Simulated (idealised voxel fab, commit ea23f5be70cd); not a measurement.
Title: Process Module voxel capacitor over wiring
Cross-sectional view cut (width: 275 nm; square cell size: 5 nm).
The cross-sections in this document take the form of a grid made of square cells. They are written out as bands, in order from top to bottom. Each band consists of one or more rows of cells. Band entry format. Leading values: height of top, height of bottom, nm. Remainder: materials in left-to-right order, each with its width in nm. Special words: "all across" on a single material, which then fills the band edge to edge; "blank", empty space. Heights are expressed relative to 0, this being the level below which the as-received wafer comprises one material exclusively. The lowest band is unbounded in the downward direction and is denoted as in "from 0 down". A width such as "30->40" changes by the same amount from each row of cells to the next, from the band's top row to its bottom row. When a step is marked "nothing different", none of the cells in the cross-section changed during that step. So "Enclosed void list" is basically the list of trapped voids: any empty space of 8 cells or more that can't reach the top through an opening. They're written width x height at distance, the distance being from the left edge, and it's all nm. It should be noted that, on the line of a given step, the content following the step's settings is a remark produced by the simulator itself with respect to that step. overlay nm, on a step with a mask: how far to the right of its planned place the mask lay; to the left if negative.

THE STEPS PLANNED FOR THE PROCESS ARE AS FOLLOWS
- 1: RECEIVE,material Si
- 2: CONFORMAL_DEP,material SiO2,thk nm 15
- 3: DIRECTIONAL_DEP,material TiN,thk nm 5
- 4: DIRECTIONAL_DEP,material W,thk nm 15
- 5: MASKED_ETCH,tone cover,mask id METAL_1,width nm 30,pitch nm 100,etch materials W,depth nm 15,overlay nm 0
- 6: MASKED_ETCH,tone cover,mask id METAL_1,width nm 30,pitch nm 100,etch materials TiN,depth nm 5,overlay nm 0
- 7: FILL_DEP,material SiO2,thk nm 10
- 8: CMP,height nm 35
- 9: CONFORMAL_DEP,material SiCN,thk nm 5
- 10: DIRECTIONAL_DEP,material lowk,thk nm 10
- 11: PATTERN,tone open,mask id PLUG_1,material resist,width nm 15,thk nm 15,overlay nm 0
- 12: DIRECTIONAL_ETCH,etch materials lowk,depth nm 10
- 13: DIRECTIONAL_ETCH,etch materials SiCN,depth nm 5
- 14: STRIP,etch materials resist
- 15: EPI,material Ru,thk nm 10
- 16: EPI,material Ru,thk nm 5
- 17: DIRECTIONAL_DEP,material TiN,thk nm 10
- 18: DIRECTIONAL_DEP,material SiN,thk nm 5
- 19: DIRECTIONAL_DEP,material TiN,thk nm 5
- 20: DIRECTIONAL_DEP,material aC,thk nm 10
- 21: PATTERN,tone cover,mask id UPPER_PLATE,material resist,width nm 75,thk nm 25,overlay nm 0
- 22: DIRECTIONAL_ETCH,etch materials aC,depth nm 10
- 23: STRIP,etch materials resist
- 24: DIRECTIONAL_ETCH,etch materials TiN,depth nm 5
- 25: DIRECTIONAL_ETCH,etch materials SiN,depth nm 5
- 26: STRIP,etch materials aC
- 27: MASKED_ETCH,tone cover,mask id LOWER_PLATE,width nm 85,etch materials TiN,depth nm 10,overlay nm 0
- 28: FILL_DEP,material SiO2,thk nm 20
- 29: CMP,height nm 85
- 30: MASKED_ETCH,tone open,mask id PLUG_2,width nm 15,etch materials SiO2,depth nm 15,overlay nm 0
- 31: CONFORMAL_DEP,material TiN,thk nm 5
- 32: FILL_DEP,material Ru,thk nm 5
- 33: CMP,height nm 85
- 34: CONFORMAL_DEP,material SiN,thk nm 5

DELIVERED WAFER IN CROSS-SECTION: STATE AFTER STEP 1
- from 0 down | Si all across
- Enclosed void list: none

FIRST OF TWO WAFERS, END-OF-MODULE SECTION, RUN FOLLOWED PLAN
- from 90 to 85 | SiN all across
- from 85 to 75 | SiO2=95, then TiN=5, then Ru=5, then TiN=5, then SiO2=165
- from 75 to 65 | SiO2=95->85, then TiN=15->75, then SiO2=165->115
- from 65 to 60 | SiO2=85, then SiN=75, then SiO2=115
- from 60 to 50 | SiO2=80, then TiN=85, then SiO2=110
- from 50 to 40 | lowk=85, then Ru=15, then lowk=175
- from 40 to 35 | SiCN=85, then Ru=15, then SiCN=175
- from 35 to 20 | SiO2=70, then W=30, then SiO2=70, then W=30, then SiO2=75
- from 20 to 15 | SiO2=70, then TiN=30, then SiO2=70, then TiN=30, then SiO2=75
- from 15 to 0 | SiO2 all across
- from 0 down | Si all across
- Enclosed void list: none

SECOND WAFER CROSS-SECTION AT END OF MODULE - SHARED START AND PLAN WITH THE FIRST, ONE MISTAKE IN THE RUN
- from 90 to 85 | SiN all across
- from 85 to 75 | SiO2=95->85, then TiN=15->25, then SiO2=165
- from 75 to 70 | SiO2=85, then SiN=25, then SiO2=165
- from 70 to 65 | SiO2=80, then TiN=80, then SiO2=115
- from 65 to 60 | SiO2=80, then TiN=30, then SiN=50, then SiO2=115
- from 60 to 50 | SiO2=75, then Ru=35, then TiN=55, then SiO2=110
- from 50 to 40 | lowk=85, then Ru=15, then lowk=175
- from 40 to 35 | SiCN=85, then Ru=15, then SiCN=175
- from 35 to 20 | SiO2=70, then W=30, then SiO2=70, then W=30, then SiO2=75
- from 20 to 15 | SiO2=70, then TiN=30, then SiO2=70, then TiN=30, then SiO2=75
- from 15 to 0 | SiO2 all across
- from 0 down | Si all across
- Enclosed void list: none
Which mistake was made when the wafer was run? twice over, step 15 of the plan was run
Final cells, second wafer relative to first, materials higher or lower: 12 more of Ru | 8 fewer of SiO2 | 4 fewer of TiN
